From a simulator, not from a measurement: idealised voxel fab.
Process module under the name voxel capacitor over wiring
Displayed cross-section: cut, width of 200 nm, square cells sized 5 nm.
Think of the cross-section as a grid of square cells. We describe it in bands, top to bottom, and each band covers one or more rows of those cells. Per band: top height and bottom height in nm, followed by the left-to-right materials and their widths in nm; "all across" marks a single material spanning edge to edge, "blank" marks empty space. Heights are measured from 0, the level below which the as-received wafer is all one material; the lowest band has no bottom and continues downward, written as in "z 0 and below". It should be noted that a width expressed as "30->40" varies in equal increments from row to row of cells within the band, taking the value of the first number at the top row and that of the second number at the bottom row. When a step is marked "no alteration", none of the cells in the cross-section changed during that step. The label "Closed void listing" introduces a list of the empty spaces, 8 cells or larger, that have no open way up to the top; each entry in it reads width x height at distance, where the distance is taken from the left edge and all three are stated in nm. Whatever follows a step's settings on its line is a remark the simulator itself makes about that step. Regarding "overlay nm": on a step with a mask, it is the distance the mask lay to the right of its planned place; a negative value places it to the left.
[This section lists the process steps that were planned]
1. RECEIVE with material Si
2. CONFORMAL_DEP with material SiO2, thk nm 15
3. DIRECTIONAL_DEP with material TiN, thk nm 5
4. DIRECTIONAL_DEP with material W, thk nm 25
5. DIRECTIONAL_DEP with material aC, thk nm 15
6. PATTERN with tone cover, mask id METAL_1, material resist, width nm 25, pitch nm 95, thk nm 30, overlay nm 0
7. DIRECTIONAL_ETCH with etch materials aC, depth nm 15
8. STRIP with etch materials resist
9. DIRECTIONAL_ETCH with etch materials W, depth nm 25
10. DIRECTIONAL_ETCH with etch materials TiN, depth nm 5
11. STRIP with etch materials aC
12. FILL_DEP with material SiO2, thk nm 10
13. CMP with height nm 45
14. CONFORMAL_DEP with material SiCN, thk nm 5
15. DIRECTIONAL_DEP with material lowk, thk nm 20
16. DIRECTIONAL_DEP with material aC, thk nm 15
17. PATTERN with tone open, mask id PLUG_1, material resist, width nm 15, thk nm 30, overlay nm 0
18. DIRECTIONAL_ETCH with etch materials aC, depth nm 15
19. STRIP with etch materials resist
20. DIRECTIONAL_ETCH with etch materials lowk, depth nm 20
21. DIRECTIONAL_ETCH with etch materials SiCN, depth nm 5
22. STRIP with etch materials aC
23. CONFORMAL_DEP with material TiN, thk nm 5
24. FILL_DEP with material Cu, thk nm 5
25. CMP with height nm 70
26. DIRECTIONAL_DEP with material TiN, thk nm 10
27. DIRECTIONAL_DEP with material HfO2, thk nm 5
28. DIRECTIONAL_DEP with material TiN, thk nm 5
29. MASKED_ETCH with tone cover, mask id UPPER_PLATE, width nm 75, etch materials TiN, depth nm 5, overlay nm 0
30. MASKED_ETCH with tone cover, mask id UPPER_PLATE, width nm 75, etch materials HfO2, depth nm 5, overlay nm 0
31. MASKED_ETCH with tone cover, mask id LOWER_PLATE, width nm 85, etch materials TiN, depth nm 10, overlay nm 0
32. FILL_DEP with material SiO2, thk nm 15
33. CMP with height nm 100
34. PATTERN with tone open, mask id PLUG_2, material resist, width nm 15, thk nm 20, overlay nm 0
35. DIRECTIONAL_ETCH with etch materials SiO2, depth nm 10
36. STRIP with etch materials resist
37. CONFORMAL_DEP with material TiN, thk nm 5
38. FILL_DEP with material W, thk nm 5
39. CMP with height nm 100
40. CONFORMAL_DEP with material SiN, thk nm 5
[Incoming wafer in cross-section (state: after step 1)]
    z 0 and below = Si all across
    Closed void listing: none
[First of two wafers at the end of the module, shown in cross-section; run carried out as planned]
    z 105 to 100 = SiN all across
    z 100 to 95 = SiO2=60 / TiN=5 / W=5 / TiN=5 / SiO2=125
    z 95 to 85 = SiO2=60->50 / TiN=15->75 / SiO2=125->75
    z 85 to 80 = SiO2=50 / HfO2=75 / SiO2=75
    z 80 to 70 = SiO2=45 / TiN=85 / SiO2=70
    z 70 to 50 = lowk=50 / TiN=5 / Cu=5 / TiN=5 / lowk=135
    z 50 to 45 = SiCN=50 / TiN=15 / SiCN=135
    z 45 to 20 = SiO2=40 / W=25 / SiO2=70 / W=25 / SiO2=40
    z 20 to 15 = SiO2=40 / TiN=25 / SiO2=70 / TiN=25 / SiO2=40
    z 15 to 0 = SiO2 all across
    z 0 and below = Si all across
    Closed void listing: none
[Second wafer cross-section at end of module - shared start and plan with the first, one mistake in the run]
    z 105 to 100 = SiN all across
    z 100 to 95 = SiO2=60 / TiN=5 / W=5 / TiN=5 / SiO2=125
    z 95 to 85 = SiO2=60->50 / TiN=15->75 / SiO2=125->75
    z 85 to 80 = SiO2=50 / HfO2=75 / SiO2=75
    z 80 to 70 = SiO2=45 / TiN=85 / SiO2=70
    z 70 to 50 = lowk=50 / TiN=5 / Cu=5 / TiN=5 / lowk=135
    z 50 to 45 = SiCN=50 / TiN=15 / SiCN=135
    z 45 to 40 = SiO2 all across
    z 40 to 15 = SiO2=40 / W=25 / SiO2=70 / W=25 / SiO2=40
    z 15 to 0 = SiO2 all across
    z 0 and below = Si all across
    Closed void listing: none
Plan not followed: step 3 of the plan was jumped over and never run
Per the end-of-run cell counts, the second wafer holds more or fewer of some materials than the first: SiO2: 10 more, TiN: 10 fewer
